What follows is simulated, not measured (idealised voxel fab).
Name of the process module below: voxel gate over fins
We display cut, a cross-section 220 nm in width whose square cells are each 5 nm.
A cross-section in this document is a grid of square cells, and it is written down as bands, the top band listed before the ones below it; a band is made up of one or more rows of cells.
It is stipulated that each band's entry specify, in nanometres, the height of the top of the band and then that of its bottom, followed by the materials of the band in left-to-right sequence, each together with its width in nanometres. A single material marked by the word "all across" is understood to fill the band from edge to edge; the word "air" is understood to denote empty space.
Where do heights start? At 0: under that level the wafer as delivered is made of one material only. And the lowest band has no floor; it just carries on downward, as in "from 0 down".
The two numbers in a width such as "30 to 40" mark its ends across the band: the first belongs to the top row of cells, the second to the bottom row, and from each row to the next the width moves by the same amount.
"changes: none" after a step means that no cell of the cross-section changed.
Entry "Enclosed void entries". Content: empty spaces with no open connection to the top, size 8 cells or greater. Each: width x height at distance. Distance: from left edge. Unit: nm.
Where a step's line continues beyond its settings, the continuation is a remark by the simulator itself on that step.
You can add "overlay nm" to a step's line. For a step with a mask, it describes how far the mask lay to the right of its planned position, and a negative number describes a lay to the left.
[List of planned process steps]
step 1: RECEIVE: material Si
step 2: CONFORMAL_DEP: material SiN, thk nm 10
step 3: PATTERN: tone cover, mask id FINS, material resist, width nm 15, pitch nm 55, thk nm 15, overlay nm 0
step 4: DIRECTIONAL_ETCH: etch materials SiN, depth nm 10
step 5: DIRECTIONAL_ETCH: etch materials Si, depth nm 30
step 6: STRIP: etch materials resist
step 7: FILL_DEP: material SiO2, thk nm 5
step 8: CMP: height nm 10
step 9: PATTERN: tone open, mask id RAIL, material resist, width nm 15, thk nm 20, overlay nm 0
step 10: DIRECTIONAL_ETCH: etch materials SiO2, depth nm 35
step 11: STRIP: etch materials resist
step 12: CONFORMAL_DEP: material TiN, thk nm 5
step 13: FILL_DEP: material W, thk nm 5
step 14: CMP: height nm 10
step 15: SELECTIVE_ETCH: etch materials W Ru TiN, depth nm 30
step 16: FILL_DEP: material SiO2, thk nm 5
step 17: CMP: height nm 10
step 18: SELECTIVE_ETCH: etch materials SiO2, depth nm 20
step 19: STRIP: etch materials SiN
step 20: CONFORMAL_DEP: material HfO2, thk nm 5
step 21: CONFORMAL_DEP: material TiN, thk nm 5
step 22: FILL_DEP: material W, thk nm 15
step 23: CMP: height nm 20
step 24: CONFORMAL_DEP: material SiCN, thk nm 10
[Cross-section of the wafer at receipt, which is the condition after step 1]
  from 0 down  Si all across
  Enclosed void entries: none
[Cross-section, first of two wafers, end of module, run as planned]
  from 30 to 20  SiCN all across
  from 20 to 10  W all across
  from 10 to 5  35 W  35 TiN  20 W  35 TiN  20 W  35 TiN  40 W
  from 5 to 0  35 W  5 TiN  25 HfO2  5 TiN  20 W  5 TiN  25 HfO2  5 TiN  20 W  5 TiN  25 HfO2  5 TiN  40 W
  from 0 to -5  40 TiN  5 HfO2  15 Si  5 HfO2  30 TiN  5 HfO2  15 Si  5 HfO2  30 TiN  5 HfO2  15 Si  5 HfO2  45 TiN
  from -5 to -10  45 HfO2  15 Si  40 HfO2  15 Si  40 HfO2  15 Si  50 HfO2
  from -10 to -20  45 SiO2  15 Si  40 SiO2  15 Si  40 SiO2  15 Si  50 SiO2
  from -20 to -25  45 SiO2  15 Si  10 SiO2  15 TiN  15 SiO2  15 Si  40 SiO2  15 Si  50 SiO2
  from -25 to -30  45 SiO2  15 Si  40 SiO2  15 Si  40 SiO2  15 Si  50 SiO2
  from -30 down  Si all across
  Enclosed void entries: none
[This cross-section belongs to the second wafer of two at the end of the module; the start and the plan were shared with the first, and the run included one mistake]
  from 30 to 20  SiCN all across
  from 20 to 15  60 W  35 TiN  125 W
  from 15 to 10  60 W  5 TiN  25 HfO2  5 TiN  125 W
  from 10 to 5  35 W  30 TiN  5 HfO2  5 TiN  5 HfO2  5 TiN  5 HfO2  35 TiN  20 W  35 TiN  40 W
  from 5 to 0  35 W  5 TiN  30 HfO2  5 TiN  5 HfO2  5 TiN  5 HfO2  5 TiN  25 HfO2  5 TiN  20 W  5 TiN  25 HfO2  5 TiN  40 W
  from 0 to -5  40 TiN  5 HfO2  15 Si  10 HfO2  5 TiN  5 HfO2  5 TiN  5 HfO2  5 TiN  5 HfO2  15 Si  5 HfO2  30 TiN  5 HfO2  15 Si  5 HfO2  45 TiN
  from -5 to -10  45 HfO2  15 Si  10 HfO2  5 TiN  5 HfO2  5 TiN  15 HfO2  15 Si  40 HfO2  15 Si  50 HfO2
  from -10 to -20  45 SiO2  15 Si  10 SiO2  5 TiN  5 SiO2  5 TiN  15 SiO2  15 Si  40 SiO2  15 Si  50 SiO2
  from -20 to -25  45 SiO2  15 Si  10 SiO2  15 TiN  15 SiO2  15 Si  40 SiO2  15 Si  50 SiO2
  from -25 to -30  45 SiO2  15 Si  40 SiO2  15 Si  40 SiO2  15 Si  50 SiO2
  from -30 down  Si all across
  Enclosed void entries: none
Deviation noted in wafer processing: step 15, actual vs plan mismatch, actual run SELECTIVE_ETCH: etch materials W, depth nm 30
Count the cells at the end and the second wafer has more or fewer of some materials than the first: +12 HfO2; -4 SiO2; +14 TiN; -22 W
